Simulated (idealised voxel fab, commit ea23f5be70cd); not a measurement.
Proc. module: voxel double patterning
The width of the displayed cross-section, cut, is 295 nm; its cells are square, with a size of 5 nm.
How to read a cross-section here: the picture is a grid of square cells, written as bands going from the top down, and any band can span one or more rows of cells.
Read a band's entry like this: the first values are the height of its top and the height of its bottom in nm, and what follows is the sequence of materials from left to right, each with its width in nm. Note that "air" is empty space, and that a single material marked "full width" reaches across the band from edge to edge.
Basically, 0 is our baseline, since under it the wafer straight out of the box is all one material. The bottom band has no lower end and keeps on going down, so it looks like "z 0 and below".
Graded width ("30->40"): value in top row of band = first number; value in bottom row = second number; row-to-row change constant.
Reading "remained the same" for a step: not a cell of the cross-section changed in it.
Entry "Tabulated closed voids" = empty spaces >= 8 cells with no open way to the top; each as width x height at distance, distance from left edge, all nm.
On each step's line, the part that comes after the settings is the simulator's own comment on the step.
Steps that use a mask can have "overlay nm" on their line. It says how far the mask sat to the right of where it was meant to be. Negative means to the left.

-- Intended process steps
- 1: RECEIVE: material Si
- 2: CONFORMAL_DEP: material SiO2, thk nm 10
- 3: DIRECTIONAL_DEP: material polySi, thk nm 15
- 4: DIRECTIONAL_DEP: material SiCN, thk nm 10
- 5: MASKED_ETCH: tone open, mask id FIRST, width nm 15, pitch nm 50, etch materials SiCN, depth nm 10, overlay nm 0
- 6: DIRECTIONAL_DEP: material aC, thk nm 15
- 7: PATTERN: tone open, mask id SECOND, material resist, width nm 15, pitch nm 50, thk nm 35, overlay nm 0
- 8: DIRECTIONAL_ETCH: etch materials aC, depth nm 15
- 9: STRIP: etch materials resist
- 10: DIRECTIONAL_ETCH: etch materials SiCN, depth nm 10
- 11: STRIP: etch materials aC
- 12: DIRECTIONAL_ETCH: etch materials polySi, depth nm 15
- 13: STRIP: etch materials SiCN

-- First of two wafers - as planned

-- As-received wafer cross-section (after step 1)
* z 0 and below: Si full width
* Tabulated closed voids: none

-- Cross-section of the wafer after step 2
* z 10 to 0: SiO2 full width
* Heights below 0 show no change.

-- Cross-section of the wafer after step 3
* z 25 to 10: polySi full width
* Heights below 10 show no change.

-- Cross-section of the wafer after step 4
* z 35 to 25: SiCN full width
* Heights below 25 show no change.

-- Cross-section of the wafer after step 5
* z 35 to 25: SiCN: 90; air: 15; SiCN: 35; air: 15; SiCN: 35; air: 15; SiCN: 90
* Heights below 25 show no change.

-- Cross-section of the wafer after step 6
* z 50 to 40: aC: 90; air: 15; aC: 35; air: 15; aC: 35; air: 15; aC: 90
* z 40 to 35: aC full width
* z 35 to 25: SiCN: 90; aC: 15; SiCN: 35; aC: 15; SiCN: 35; aC: 15; SiCN: 90
* Heights below 25 show no change.

-- Cross-section of the wafer after step 7
* z 85 to 50: resist: 115; air: 15; resist: 35; air: 15; resist: 115
* z 50 to 40: aC: 90; resist: 15; aC: 35; resist: 15; aC: 35; resist: 15; aC: 90
* Heights below 40 show no change.

-- Cross-section of the wafer after step 8
* z 70 to 50: resist: 115; air: 15; resist: 35; air: 15; resist: 115
* z 50 to 40: aC: 90; resist: 15; aC: 10; air: 15; aC: 10; resist: 15; aC: 10; air: 15; aC: 10; resist: 15; aC: 90
* z 40 to 35: aC: 115; air: 15; aC: 35; air: 15; aC: 115
* Heights below 35 show no change.

-- Cross-section of the wafer after step 9
* z 50 to 40: aC: 90; air: 15; aC: 10; air: 15; aC: 10; air: 15; aC: 10; air: 15; aC: 10; air: 15; aC: 90
* Heights below 40 show no change.

-- Cross-section of the wafer after step 10
* z 50 to 40: aC: 90; air: 15; aC: 10; air: 15; aC: 10; air: 15; aC: 10; air: 15; aC: 10; air: 15; aC: 90
* z 40 to 35: aC: 115; air: 15; aC: 35; air: 15; aC: 115
* z 35 to 25: SiCN: 90; aC: 15; SiCN: 10; air: 15; SiCN: 10; aC: 15; SiCN: 10; air: 15; SiCN: 10; aC: 15; SiCN: 90
* Heights below 25 show no change.

-- Cross-section of the wafer after step 11
* z 35 to 25: SiCN: 90; air: 15; SiCN: 10; air: 15; SiCN: 10; air: 15; SiCN: 10; air: 15; SiCN: 10; air: 15; SiCN: 90
* Heights below 25 show no change.

-- Cross-section of the wafer after step 12
* z 35 to 25: SiCN: 90; air: 15; SiCN: 10; air: 15; SiCN: 10; air: 15; SiCN: 10; air: 15; SiCN: 10; air: 15; SiCN: 90
* z 25 to 10: polySi: 90; air: 15; polySi: 10; air: 15; polySi: 10; air: 15; polySi: 10; air: 15; polySi: 10; air: 15; polySi: 90
* Heights below 10 show no change.

-- Cross-section of the wafer after step 13
* z 25 to 10: polySi: 90; air: 15; polySi: 10; air: 15; polySi: 10; air: 15; polySi: 10; air: 15; polySi: 10; air: 15; polySi: 90
* Heights below 10 show no change.

-- Wafer two: like wafer one in start and plan, but with one mistake in execution; identical up to and including step 1

Cross-sectional representation of the second wafer at the time designated in the plan for the completion of step 2: remained the same

-- Cross-sectional representation of the second wafer at the time designated in the plan for the completion of step 3
* z 15 to 0: polySi full width
* Heights below 0 show no change.

-- Cross-sectional representation of the second wafer at the time designated in the plan for the completion of step 4
* z 25 to 15: SiCN full width
* Heights below 15 show no change.

-- Cross-sectional representation of the second wafer at the time designated in the plan for the completion of step 5
* z 25 to 15: SiCN: 90; air: 15; SiCN: 35; air: 15; SiCN: 35; air: 15; SiCN: 90
* Heights below 15 show no change.

-- Cross-sectional representation of the second wafer at the time designated in the plan for the completion of step 6
* z 40 to 30: aC: 90; air: 15; aC: 35; air: 15; aC: 35; air: 15; aC: 90
* z 30 to 25: aC full width
* z 25 to 15: SiCN: 90; aC: 15; SiCN: 35; aC: 15; SiCN: 35; aC: 15; SiCN: 90
* Heights below 15 show no change.

-- Cross-sectional representation of the second wafer at the time designated in the plan for the completion of step 7
* z 75 to 40: resist: 115; air: 15; resist: 35; air: 15; resist: 115
* z 40 to 30: aC: 90; resist: 15; aC: 35; resist: 15; aC: 35; resist: 15; aC: 90
* Heights below 30 show no change.

-- Cross-sectional representation of the second wafer at the time designated in the plan for the completion of step 8
* z 60 to 40: resist: 115; air: 15; resist: 35; air: 15; resist: 115
* z 40 to 30: aC: 90; resist: 15; aC: 10; air: 15; aC: 10; resist: 15; aC: 10; air: 15; aC: 10; resist: 15; aC: 90
* z 30 to 25: aC: 115; air: 15; aC: 35; air: 15; aC: 115
* Heights below 25 show no change.

-- Cross-sectional representation of the second wafer at the time designated in the plan for the completion of step 9
* z 40 to 30: aC: 90; air: 15; aC: 10; air: 15; aC: 10; air: 15; aC: 10; air: 15; aC: 10; air: 15; aC: 90
* Heights below 30 show no change.

-- Cross-sectional representation of the second wafer at the time designated in the plan for the completion of step 10
* z 40 to 30: aC: 90; air: 15; aC: 10; air: 15; aC: 10; air: 15; aC: 10; air: 15; aC: 10; air: 15; aC: 90
* z 30 to 25: aC: 115; air: 15; aC: 35; air: 15; aC: 115
* z 25 to 15: SiCN: 90; aC: 15; SiCN: 10; air: 15; SiCN: 10; aC: 15; SiCN: 10; air: 15; SiCN: 10; aC: 15; SiCN: 90
* Heights below 15 show no change.

-- Cross-sectional representation of the second wafer at the time designated in the plan for the completion of step 11
* z 25 to 15: SiCN: 90; air: 15; SiCN: 10; air: 15; SiCN: 10; air: 15; SiCN: 10; air: 15; SiCN: 10; air: 15; SiCN: 90
* Heights below 15 show no change.

-- Cross-sectional representation of the second wafer at the time designated in the plan for the completion of step 12
* z 25 to 15: SiCN: 90; air: 15; SiCN: 10; air: 15; SiCN: 10; air: 15; SiCN: 10; air: 15; SiCN: 10; air: 15; SiCN: 90
* z 15 to 0: polySi: 90; air: 15; polySi: 10; air: 15; polySi: 10; air: 15; polySi: 10; air: 15; polySi: 10; air: 15; polySi: 90
* Heights below 0 show no change.

-- Cross-sectional representation of the second wafer at the time designated in the plan for the completion of step 13
* z 15 to 0: polySi: 90; air: 15; polySi: 10; air: 15; polySi: 10; air: 15; polySi: 10; air: 15; polySi: 10; air: 15; polySi: 90
* Heights below 0 show no change.
What broke from the plan during processing? yeah, step 2 of the plan got skipped, never ran
at the end the second wafer has, in cells: -118 SiO2
